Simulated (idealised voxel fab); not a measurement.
The name of this process module is voxel ribs on slabs.
It is cross-section cut that appears here, measuring 155 nm in width, its square cells being 5 nm in size.
Square cells in a grid make up a cross-section in this document, and the grid is given as bands, listed from the top down, each one or more rows of cells. Band: top height; bottom height; in nm. Then, left to right: material with width in nm, for each material. "all across": a single material spanning edge to edge. "blank": empty space. Heads up on the height convention: 0 is the point under which the incoming wafer is all one material, and the lowest band has no bottom, it just keeps going down, like "0 down". Width "30 to 40": first value at the band's top row of cells, second value at its bottom row, equal change from row to row. For the purposes of this document, the phrase "no modifications" attached to a step denotes that no cell within the cross-section was modified by that step. Empty spaces without an open route to the top, at least 8 cells in extent, make up the entry "Trapped voids"; each is given as width x height at distance, where the distance is measured from the left edge, and all are in nm. Text after the settings on a step's line: the simulator's own remark on that step. The optional step-line setting "overlay nm" applies to steps with a mask and quantifies how far to the right of its planned location the mask lay, a negative value indicating leftward placement.

Plan
1) RECEIVE,material Si
2) DIRECTIONAL_DEP,material SiO2,thk nm 25
3) DIRECTIONAL_DEP,material SiN,thk nm 25
4) DIRECTIONAL_DEP,material aC,thk nm 10
5) PATTERN,tone cover,mask id RIB,material resist,width nm 25,thk nm 25,overlay nm 0
6) DIRECTIONAL_ETCH,etch materials aC,depth nm 10
7) STRIP,etch materials resist
8) DIRECTIONAL_ETCH,etch materials SiN,depth nm 5
9) STRIP,etch materials aC
10) PATTERN,tone cover,mask id SLAB,material resist,width nm 65,thk nm 15,overlay nm 0
11) DIRECTIONAL_ETCH,etch materials SiN,depth nm 20
12) STRIP,etch materials resist
13) FILL_DEP,material SiO2,thk nm 20
14) CMP,height nm 65
15) DIRECTIONAL_DEP,material TiN,thk nm 10
16) DIRECTIONAL_DEP,material aC,thk nm 10
17) PATTERN,tone cover,mask id HEATER,material resist,width nm 35,thk nm 25,overlay nm 0
18) DIRECTIONAL_ETCH,etch materials aC,depth nm 10
19) STRIP,etch materials resist
20) DIRECTIONAL_ETCH,etch materials TiN,depth nm 10
21) STRIP,etch materials aC
22) CONFORMAL_DEP,material SiO2,thk nm 5

As-received state of the wafer in cross-section, equivalent to post-step 1
> 0 down  Si all across
> Trapped voids: none

Cross-section taken at module completion on the first of two wafers; processed per the plan
> 80 to 75  55 nm blank  45 nm SiO2  55 nm blank
> 75 to 70  55 nm blank  5 nm SiO2  35 nm TiN  5 nm SiO2  55 nm blank
> 70 to 65  60 nm SiO2  35 nm TiN  60 nm SiO2
> 65 to 50  SiO2 all across
> 50 to 45  65 nm SiO2  25 nm SiN  65 nm SiO2
> 45 to 25  45 nm SiO2  65 nm SiN  45 nm SiO2
> 25 to 0  SiO2 all across
> 0 down  Si all across
> Trapped voids: none

Second wafer cross-section at end of module - shared start and plan with the first, one mistake in the run
> 80 to 75  55 nm blank  45 nm SiO2  55 nm blank
> 75 to 70  55 nm blank  5 nm SiO2  35 nm TiN  5 nm SiO2  55 nm blank
> 70 to 65  60 nm SiO2  35 nm TiN  60 nm SiO2
> 65 to 50  SiO2 all across
> 50 to 45  65 nm SiO2  25 nm SiN  65 nm SiO2
> 45 to 25  45 nm SiO2  70 nm SiN  40 nm SiO2
> 25 to 0  SiO2 all across
> 0 down  Si all across
> Trapped voids: none
So what did we get wrong on this run? for step 10, the planned setting was not used; the step was instead run as PATTERN,tone cover,mask id SLAB,material resist,width nm 70,thk nm 15,overlay nm 0
Wrapping up, a cell-based count of both wafers puts the second over or under the first for these materials: +4 SiN; -4 SiO2
